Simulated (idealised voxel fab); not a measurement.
Name of the process module below: voxel gate over fins
Cross-sectional view cut (width: 140 nm; square cell size: 5 nm).
A cross-section is a grid of square cells, given in bands from the top down. A band is one or more rows of cells.
Band entry format. Leading values: height of top, height of bottom, nm. Remainder: materials in left-to-right order, each with its width in nm. Special words: "full width" on a single material, which then fills the band edge to edge; "blank", empty space.
A quick word on heights: they are counted from 0, and under that level the wafer as it came to us is one material throughout. The lowest band is different from the rest in having no bottom; it simply continues downward, written as in "top 0, no bottom".
A width given as "30->40" starts at the first number in the band's top row and ends at the second number in its bottom row, shifting by an equal amount at every step from row to row.
Given "nothing was modified" for a step, no cell of the cross-section differs between before and after that step.
The entry "Enclosed internal cavities" lists the empty spaces that cover at least 8 cells and have no open path to the top. Each is written as width x height at distance, where the distance is measured from the left edge and all three values are in nm.
Whatever follows a step's settings on its line is a remark the simulator itself makes about that step.
overlay nm: on a step with a mask, how far right of its planned place the mask lay; negative means left.

Below is the list of planned process steps
step 1: RECEIVE with material Si
step 2: CONFORMAL_DEP with material SiN, thk nm 5
step 3: PATTERN with tone cover, mask id FINS, material resist, width nm 15, pitch nm 60, thk nm 20, overlay nm 0
step 4: DIRECTIONAL_ETCH with etch materials SiN, depth nm 5
step 5: DIRECTIONAL_ETCH with etch materials Si, depth nm 40
step 6: STRIP with etch materials resist
step 7: OXIDIZE with depth nm 5
step 8: FILL_DEP with material SiO2, thk nm 15
step 9: CMP with height nm 5
step 10: PATTERN with tone open, mask id RAIL, material resist, width nm 15, thk nm 15, overlay nm 0
step 11: DIRECTIONAL_ETCH with etch materials SiO2, depth nm 40
step 12: STRIP with etch materials resist
step 13: CONFORMAL_DEP with material TiN, thk nm 5
step 14: FILL_DEP with material W, thk nm 10
step 15: CMP with height nm 5
step 16: SELECTIVE_ETCH with etch materials W Ru TiN, depth nm 20
step 17: FILL_DEP with material SiO2, thk nm 5
step 18: CMP with height nm 5
step 19: SELECTIVE_ETCH with etch materials SiO2, depth nm 15
step 20: STRIP with etch materials SiN
step 21: CONFORMAL_DEP with material HfO2, thk nm 5
step 22: CONFORMAL_DEP with material TiN, thk nm 5
step 23: CONFORMAL_DEP with material TiAl, thk nm 5
step 24: CONFORMAL_DEP with material TiN, thk nm 5
step 25: FILL_DEP with material W, thk nm 10
step 26: CMP with height nm 25
step 27: CONFORMAL_DEP with material SiCN, thk nm 10

Step 1 complete: cross-section of the wafer as received
top 0, no bottom: Si full width
Enclosed internal cavities: none

As-planned run: cross-section of the first of two wafers at end of module
top 35, bottom 25: SiCN full width
top 25, bottom 20: W full width
top 20, bottom 15: 15 W | 45 TiN | 15 W | 45 TiN | 20 W
top 15, bottom 10: 15 W | 5 TiN | 35 TiAl | 5 TiN | 15 W | 5 TiN | 35 TiAl | 5 TiN | 20 W
top 10, bottom 5: 20 TiN | 5 TiAl | 25 TiN | 5 TiAl | 25 TiN | 5 TiAl | 25 TiN | 5 TiAl | 25 TiN
top 5, bottom 0: 25 TiAl | 5 TiN | 15 HfO2 | 5 TiN | 35 TiAl | 5 TiN | 15 HfO2 | 5 TiN | 30 TiAl
top 0, bottom -5: 30 TiN | 5 HfO2 | 5 Si | 5 HfO2 | 45 TiN | 5 HfO2 | 5 Si | 5 HfO2 | 35 TiN
top -5, bottom -10: 35 HfO2 | 5 Si | 55 HfO2 | 5 Si | 40 HfO2
top -10, bottom -15: 35 SiO2 | 5 Si | 55 SiO2 | 5 Si | 40 SiO2
top -15, bottom -30: 35 SiO2 | 5 Si | 20 SiO2 | 5 TiN | 5 W | 5 TiN | 20 SiO2 | 5 Si | 40 SiO2
top -30, bottom -35: 35 SiO2 | 5 Si | 20 SiO2 | 15 TiN | 20 SiO2 | 5 Si | 40 SiO2
top -35, bottom -45: 35 SiO2 | 5 Si | 55 SiO2 | 5 Si | 40 SiO2
top -45, no bottom: Si full width
Enclosed internal cavities: none

Cross-sectional image of the second wafer of the two following completion of the module. Starting state and process plan were the same as for the first wafer; one execution error occurred
top 35, bottom 25: SiCN full width
top 25, bottom 20: W full width
top 20, bottom 15: 15 W | 45 TiN | 15 W | 45 TiN | 20 W
top 15, bottom 10: 15 W | 5 TiN | 35 TiAl | 5 TiN | 15 W | 5 TiN | 35 TiAl | 5 TiN | 20 W
top 10, bottom 5: 20 TiN | 5 TiAl | 25 TiN | 5 TiAl | 25 TiN | 5 TiAl | 25 TiN | 5 TiAl | 25 TiN
top 5, bottom 0: 25 TiAl | 5 TiN | 15 HfO2 | 5 TiN | 35 TiAl | 5 TiN | 15 HfO2 | 5 TiN | 30 TiAl
top 0, bottom -5: 30 TiN | 5 HfO2 | 5 Si | 5 HfO2 | 45 TiN | 5 HfO2 | 5 Si | 5 HfO2 | 35 TiN
top -5, bottom -10: 35 HfO2 | 5 Si | 55 HfO2 | 5 Si | 40 HfO2
top -10, bottom -15: 35 SiO2 | 5 Si | 55 SiO2 | 5 Si | 40 SiO2
top -15, bottom -30: 25 W | 5 TiN | 5 SiO2 | 5 Si | 5 SiO2 | 5 TiN | 5 W | 5 TiN | 15 SiO2 | 5 TiN | 5 W | 5 TiN | 5 SiO2 | 5 Si | 5 SiO2 | 5 TiN | 30 W
top -30, bottom -35: 30 TiN | 5 SiO2 | 5 Si | 5 SiO2 | 15 TiN | 15 SiO2 | 15 TiN | 5 SiO2 | 5 Si | 5 SiO2 | 35 TiN
top -35, bottom -45: 35 SiO2 | 5 Si | 55 SiO2 | 5 Si | 40 SiO2
top -45, no bottom: Si full width
Enclosed internal cavities: none
Short version of what went wrong: for step 10, the planned setting was not used; the step was instead run as PATTERN with tone cover, mask id RAIL, material resist, width nm 15, thk nm 15, overlay nm 0
Final tally in cells, some materials are higher or lower on the second wafer than on the first: -64 SiO2, +28 TiN, +36 W
